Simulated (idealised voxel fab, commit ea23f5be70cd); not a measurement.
Module name: voxel quadruple lines (process module)
Section shown: cut. Width: 165 nm. Cell size: 5 nm, square.
Reading order for cross-sections: top band down to bottom band. Underlying form: a grid of square cells. Band size: one or more rows of cells. It is stipulated that each band's entry specify, in nanometres, the height of the top of the band and then that of its bottom, followed by the materials of the band in left-to-right sequence, each together with its width in nanometres. A single material marked by the word "edge to edge" is understood to fill the band from edge to edge; the word "blank" is understood to denote empty space. Convention: height 0 is the level below which the wafer, as received, is all one material. The lowest band does not terminate at the bottom but continues downward, represented as "from 0 down". A two-number width, for instance "30->40", indicates that the width is equal to the first number in the top row of the band and to the second number in the bottom row, and that it changes by a constant amount per row of cells. The designation "nothing changed", where it is given for a processing step, indicates that no cell of the cross-section was altered in the course of that step. Empty spaces counting at least 8 cells and having no open way to the top are listed in "Enclosed void listing". The notation width x height at distance is used for each, the distance being from the left edge and all three values in nm. What comes after the settings on a step's line is commentary from the simulator itself on that step. You can add "overlay nm" to a step's line. For a step with a mask, it describes how far the mask lay to the right of its planned position, and a negative number describes a lay to the left.

**So here's the lineup of process steps we planned**
step 1: RECEIVE,material Si
step 2: CONFORMAL_DEP,material SiO2,thk nm 10
step 3: DIRECTIONAL_DEP,material Ru,thk nm 10
step 4: DIRECTIONAL_DEP,material polySi,thk nm 20
step 5: DIRECTIONAL_DEP,material aC,thk nm 25
step 6: PATTERN,tone cover,mask id MANDREL,material resist,width nm 25,thk nm 35,overlay nm -15
step 7: DIRECTIONAL_ETCH,etch materials aC,depth nm 25
step 8: STRIP,etch materials resist
step 9: CONFORMAL_DEP,material SiO2,thk nm 15
step 10: DIRECTIONAL_ETCH,etch materials SiO2,depth nm 15
step 11: STRIP,etch materials aC
step 12: DIRECTIONAL_ETCH,etch materials polySi,depth nm 20
step 13: STRIP,etch materials SiO2
step 14: CONFORMAL_DEP,material SiN,thk nm 5
step 15: DIRECTIONAL_ETCH,etch materials SiN,depth nm 5
step 16: STRIP,etch materials polySi
step 17: DIRECTIONAL_ETCH,etch materials Ru,depth nm 10
step 18: STRIP,etch materials SiN
step 19: FILL_DEP,material lowk,thk nm 10
step 20: CMP,height nm 20
The wafers in this document start out alike and differ in the overlay nm applied at step 6; the plan shows the value used for the first wafer.

**The first of several wafers, as received after step 1, seen in section**
from 0 down: Si edge to edge
Enclosed void listing: none

**So in this table every wafer gets its own row, and what you see is where it stands at the end of the module: for each material, how many cells it picked up (+) or gave up (-) since we received it, and after that its closed voids**
overlay nm -15 | +8 Ru | +66 SiO2 | +58 lowk | Enclosed void listing: none
overlay nm -10 | +8 Ru | +66 SiO2 | +58 lowk | Enclosed void listing: none
overlay nm -5 | +8 Ru | +66 SiO2 | +58 lowk | Enclosed void listing: none
overlay nm 0 | +8 Ru | +66 SiO2 | +58 lowk | Enclosed void listing: none
overlay nm 5 | +8 Ru | +66 SiO2 | +58 lowk | Enclosed void listing: none
overlay nm 10 | +8 Ru | +66 SiO2 | +58 lowk | Enclosed void listing: none
overlay nm 15 | +8 Ru | +66 SiO2 | +58 lowk | Enclosed void listing: none
